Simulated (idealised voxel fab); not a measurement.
Herein follows the process module entitled voxel ribs on slabs.
Section cut is 210 nm wide and gridded with 5 nm square cells.
Cross-section layout: square cells on a grid; listed as bands, top to bottom; a band spans one or more cell rows. The band entry comprises the height of the band's top followed by the height of its bottom, expressed in nm, and subsequently the band's materials from left to right, each stated together with its width in nm. Where a single material is marked with the word "everywhere", that material fills the band from edge to edge. The word "blank" represents empty space. Zero point of the height axis is 0; under it, received wafer = one material. Lowest band: continues down indefinitely, "from 0 down". Read "30..40" as a graded width: first number on top, second number at the bottom, same change between each pair of neighbouring rows. Key: "no modifications" - step with no changed cell in the cross-section. Enclosed voids (no open way to top), threshold 8 cells or more, entry "Closed voids list", notation width x height at distance, distance from left edge, nm. The remark found on a step's line after its settings is issued by the simulator itself and pertains to that step. overlay nm: how far to the right of its planned place the mask lay on this masked step (negative: to the left).

## So here's the lineup of process steps we planned
- 1: RECEIVE, material Si
- 2: DIRECTIONAL_DEP, material SiO2, thk nm 20
- 3: DIRECTIONAL_DEP, material polySi, thk nm 15
- 4: PATTERN, tone cover, mask id RIB, material resist, width nm 15, thk nm 15, overlay nm 0
- 5: DIRECTIONAL_ETCH, etch materials polySi, depth nm 10
- 6: STRIP, etch materials resist
- 7: MASKED_ETCH, tone cover, mask id SLAB, width nm 65, etch materials polySi, depth nm 5, overlay nm 0
- 8: FILL_DEP, material SiO2, thk nm 15
- 9: CMP, height nm 45
- 10: DIRECTIONAL_DEP, material W, thk nm 10
- 11: DIRECTIONAL_DEP, material aC, thk nm 10
- 12: PATTERN, tone cover, mask id HEATER, material resist, width nm 25, thk nm 25, overlay nm 0
- 13: DIRECTIONAL_ETCH, etch materials aC, depth nm 10
- 14: STRIP, etch materials resist
- 15: DIRECTIONAL_ETCH, etch materials W, depth nm 10
- 16: STRIP, etch materials aC
- 17: CONFORMAL_DEP, material SiN, thk nm 5

## The following pertains to the first of two wafers, which was processed as planned

## Cross-section of the incoming wafer, state after step 1
    from 0 down = Si everywhere
    Closed voids list: none

## Presented here is a cross-section of the wafer after step 2 has been performed
    from 20 to 0 = SiO2 everywhere
    At heights below 0, the structure remains unaltered.

## Presented here is a cross-section of the wafer after step 3 has been performed
    from 35 to 20 = polySi everywhere
    At heights below 20, the structure remains unaltered.

## Presented here is a cross-section of the wafer after step 4 has been performed
    from 50 to 35 = blank: 95  resist: 15  blank: 100
    At heights below 35, the structure remains unaltered.

## Presented here is a cross-section of the wafer after step 5 has been performed
    from 50 to 35 = blank: 95  resist: 15  blank: 100
    from 35 to 25 = blank: 95  polySi: 15  blank: 100
    At heights below 25, the structure remains unaltered.

## Presented here is a cross-section of the wafer after step 6 has been performed
    from 35 to 25 = blank: 95  polySi: 15  blank: 100
    At heights below 25, the structure remains unaltered.

## Presented here is a cross-section of the wafer after step 7 has been performed
    from 35 to 25 = blank: 95  polySi: 15  blank: 100
    from 25 to 20 = blank: 70  polySi: 65  blank: 75
    At heights below 20, the structure remains unaltered.

## Presented here is a cross-section of the wafer after step 8 has been performed
    from 50 to 35 = SiO2 everywhere
    from 35 to 25 = SiO2: 95  polySi: 15  SiO2: 100
    from 25 to 20 = SiO2: 70  polySi: 65  SiO2: 75
    At heights below 20, the structure remains unaltered.

## Presented here is a cross-section of the wafer after step 9 has been performed
    from 45 to 35 = SiO2 everywhere
    At heights below 35, the structure remains unaltered.

## Presented here is a cross-section of the wafer after step 10 has been performed
    from 55 to 45 = W everywhere
    At heights below 45, the structure remains unaltered.

## Presented here is a cross-section of the wafer after step 11 has been performed
    from 65 to 55 = aC everywhere
    At heights below 55, the structure remains unaltered.

## Presented here is a cross-section of the wafer after step 12 has been performed
    from 90 to 65 = blank: 90  resist: 25  blank: 95
    At heights below 65, the structure remains unaltered.

## Presented here is a cross-section of the wafer after step 13 has been performed
    from 80 to 65 = blank: 90  resist: 25  blank: 95
    from 65 to 55 = blank: 90  aC: 25  blank: 95
    At heights below 55, the structure remains unaltered.

## Presented here is a cross-section of the wafer after step 14 has been performed
    from 65 to 55 = blank: 90  aC: 25  blank: 95
    At heights below 55, the structure remains unaltered.

## Presented here is a cross-section of the wafer after step 15 has been performed
    from 65 to 55 = blank: 90  aC: 25  blank: 95
    from 55 to 45 = blank: 90  W: 25  blank: 95
    At heights below 45, the structure remains unaltered.

## Presented here is a cross-section of the wafer after step 16 has been performed
    from 55 to 45 = blank: 90  W: 25  blank: 95
    At heights below 45, the structure remains unaltered.

## Presented here is a cross-section of the wafer after step 17 has been performed
    from 60 to 55 = blank: 85  SiN: 35  blank: 90
    from 55 to 50 = blank: 85  SiN: 5  W: 25  SiN: 5  blank: 90
    from 50 to 45 = SiN: 90  W: 25  SiN: 95
    At heights below 45, the structure remains unaltered.

## Second wafer. Start and plan as for the first. One mistake made in running. Agrees with the first up to and including step 3

## Cross-section of the second wafer corresponding to the planned conclusion of step 4
    from 50 to 35 = blank: 90  resist: 15  blank: 105
    At heights below 35, the structure remains unaltered.

## Cross-section of the second wafer corresponding to the planned conclusion of step 5
    from 50 to 35 = blank: 90  resist: 15  blank: 105
    from 35 to 25 = blank: 90  polySi: 15  blank: 105
    At heights below 25, the structure remains unaltered.

## Cross-section of the second wafer corresponding to the planned conclusion of step 6
    from 35 to 25 = blank: 90  polySi: 15  blank: 105
    At heights below 25, the structure remains unaltered.

## Cross-section of the second wafer corresponding to the planned conclusion of step 7
    from 35 to 25 = blank: 90  polySi: 15  blank: 105
    from 25 to 20 = blank: 70  polySi: 65  blank: 75
    At heights below 20, the structure remains unaltered.

## Cross-section of the second wafer corresponding to the planned conclusion of step 8
    from 50 to 35 = SiO2 everywhere
    from 35 to 25 = SiO2: 90  polySi: 15  SiO2: 105
    from 25 to 20 = SiO2: 70  polySi: 65  SiO2: 75
    At heights below 20, the structure remains unaltered.

## Cross-section of the second wafer corresponding to the planned conclusion of step 9
    from 45 to 35 = SiO2 everywhere
    At heights below 35, the structure remains unaltered.

## Cross-section of the second wafer corresponding to the planned conclusion of step 10
    from 55 to 45 = W everywhere
    At heights below 45, the structure remains unaltered.

## Cross-section of the second wafer corresponding to the planned conclusion of step 11
    from 65 to 55 = aC everywhere
    At heights below 55, the structure remains unaltered.

## Cross-section of the second wafer corresponding to the planned conclusion of step 12
    from 90 to 65 = blank: 90  resist: 25  blank: 95
    At heights below 65, the structure remains unaltered.

## Cross-section of the second wafer corresponding to the planned conclusion of step 13
    from 80 to 65 = blank: 90  resist: 25  blank: 95
    from 65 to 55 = blank: 90  aC: 25  blank: 95
    At heights below 55, the structure remains unaltered.

## Cross-section of the second wafer corresponding to the planned conclusion of step 14
    from 65 to 55 = blank: 90  aC: 25  blank: 95
    At heights below 55, the structure remains unaltered.

## Cross-section of the second wafer corresponding to the planned conclusion of step 15
    from 65 to 55 = blank: 90  aC: 25  blank: 95
    from 55 to 45 = blank: 90  W: 25  blank: 95
    At heights below 45, the structure remains unaltered.

## Cross-section of the second wafer corresponding to the planned conclusion of step 16
    from 55 to 45 = blank: 90  W: 25  blank: 95
    At heights below 45, the structure remains unaltered.

## Cross-section of the second wafer corresponding to the planned conclusion of step 17
    from 60 to 55 = blank: 85  SiN: 35  blank: 90
    from 55 to 50 = blank: 85  SiN: 5  W: 25  SiN: 5  blank: 90
    from 50 to 45 = SiN: 90  W: 25  SiN: 95
    At heights below 45, the structure remains unaltered.
Error vs. plan: planned and actual differ for step 4; actual: PATTERN, tone cover, mask id RIB, material resist, width nm 15, thk nm 15, overlay nm -5
If you tally the cells, the second wafer ends up with the same amount of every material as the first; it's all just sitting in different places.
